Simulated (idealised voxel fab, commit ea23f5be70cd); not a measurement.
Herein follows the process module entitled voxel tone inversion.
The width of the displayed cross-section, cut, is 280 nm; its cells are square, with a size of 5 nm.
In what follows, cross-sections appear as grids of square cells, described through bands that run from the top down, where every band is one or more rows of cells. Band entry format. Leading values: height of top, height of bottom, nm. Remainder: materials in left-to-right order, each with its width in nm. Special words: "full width" on a single material, which then fills the band edge to edge; "empty", empty space. Measure heights from 0. That's the level where, below it, the as-received wafer is all one material. The lowest band is bottomless and extends downward; write it as in "from 0 down". The notation "30..40" denotes a width that varies across the rows of cells in the band, beginning at the first number in the top row, finishing at the second number in the bottom row, and changing by an identical amount from each row to the next. Key: "no change occurred" - step with no changed cell in the cross-section. "Closed internal cavities" lists enclosed empty spaces (at least 8 cells, no open path upward to the top), each as width x height at distance from the left edge, in nm. What comes after the settings on a step's line is commentary from the simulator itself on that step. Steps that use a mask can have "overlay nm" on their line. It says how far the mask sat to the right of where it was meant to be. Negative means to the left.
-- Process steps (planned)
| 1 | RECEIVE (material Si) |
| 2 | CONFORMAL_DEP (material SiCN; thk nm 10) |
| 3 | DIRECTIONAL_DEP (material aC; thk nm 20) |
| 4 | PATTERN (tone cover; mask id POSTS; material resist; width nm 15; pitch nm 30; thk nm 30; overlay nm 0) |
| 5 | DIRECTIONAL_ETCH (etch materials aC; depth nm 20) |
| 6 | STRIP (etch materials resist) |
| 7 | FILL_DEP (material SiO2; thk nm 5) |
| 8 | CMP (height nm 30) |
| 9 | STRIP (etch materials aC) |
-- On the first of the two wafers: run conducted according to plan
-- Step 1 complete: cross-section of the wafer as received
> from 0 down | Si full width
> Closed internal cavities: none
-- So this is the wafer cross-section right after step 2
> from 10 to 0 | SiCN full width
> Lower than 0, everything is as it was.
-- So this is the wafer cross-section right after step 3
> from 30 to 10 | aC full width
> Lower than 10, everything is as it was.
-- So this is the wafer cross-section right after step 4
> from 60 to 30 | 100 of empty  15 of resist  15 of empty  15 of resist  15 of empty  15 of resist  105 of empty
> Lower than 30, everything is as it was.
-- So this is the wafer cross-section right after step 5
> from 40 to 30 | 100 of empty  15 of resist  15 of empty  15 of resist  15 of empty  15 of resist  105 of empty
> from 30 to 10 | 100 of empty  15 of aC  15 of empty  15 of aC  15 of empty  15 of aC  105 of empty
> Lower than 10, everything is as it was.
-- So this is the wafer cross-section right after step 6
> from 30 to 10 | 100 of empty  15 of aC  15 of empty  15 of aC  15 of empty  15 of aC  105 of empty
> Lower than 10, everything is as it was.
-- So this is the wafer cross-section right after step 7
> from 35 to 30 | SiO2 full width
> from 30 to 10 | 100 of SiO2  15 of aC  15 of SiO2  15 of aC  15 of SiO2  15 of aC  105 of SiO2
> Lower than 10, everything is as it was.
-- So this is the wafer cross-section right after step 8
> from 30 to 10 | 100 of SiO2  15 of aC  15 of SiO2  15 of aC  15 of SiO2  15 of aC  105 of SiO2
> Lower than 10, everything is as it was.
-- So this is the wafer cross-section right after step 9
> from 30 to 10 | 100 of SiO2  15 of empty  15 of SiO2  15 of empty  15 of SiO2  15 of empty  105 of SiO2
> Lower than 10, everything is as it was.
-- It is to be noted that the second wafer proceeded from the same initial state and according to the same plan as the first, although one mistake was committed in its execution; through step 3, inclusive, the two wafers share an identical history
-- Second wafer shown in cross-section at the time step 4 was slated to end
> from 60 to 30 | 100 of resist  15 of empty  15 of resist  15 of empty  15 of resist  15 of empty  105 of resist
> Lower than 30, everything is as it was.
-- Second wafer shown in cross-section at the time step 5 was slated to end
> from 40 to 30 | 100 of resist  15 of empty  15 of resist  15 of empty  15 of resist  15 of empty  105 of resist
> from 30 to 10 | 100 of aC  15 of empty  15 of aC  15 of empty  15 of aC  15 of empty  105 of aC
> Lower than 10, everything is as it was.
-- Second wafer shown in cross-section at the time step 6 was slated to end
> from 30 to 10 | 100 of aC  15 of empty  15 of aC  15 of empty  15 of aC  15 of empty  105 of aC
> Lower than 10, everything is as it was.
-- Second wafer shown in cross-section at the time step 7 was slated to end
> from 35 to 30 | SiO2 full width
> from 30 to 10 | 100 of aC  15 of SiO2  15 of aC  15 of SiO2  15 of aC  15 of SiO2  105 of aC
> Lower than 10, everything is as it was.
-- Second wafer shown in cross-section at the time step 8 was slated to end
> from 30 to 10 | 100 of aC  15 of SiO2  15 of aC  15 of SiO2  15 of aC  15 of SiO2  105 of aC
> Lower than 10, everything is as it was.
-- Second wafer shown in cross-section at the time step 9 was slated to end
> from 30 to 10 | 100 of empty  15 of SiO2  15 of empty  15 of SiO2  15 of empty  15 of SiO2  105 of empty
> Lower than 10, everything is as it was.
Plan not followed: so step 4 ended up running with a different setting than we planned, it ran as PATTERN (tone open; mask id POSTS; material resist; width nm 15; pitch nm 30; thk nm 30; overlay nm 0)
Looking at both finished wafers in cells, the second ends up ahead of or behind the first on some materials: SiO2: 152 fewer
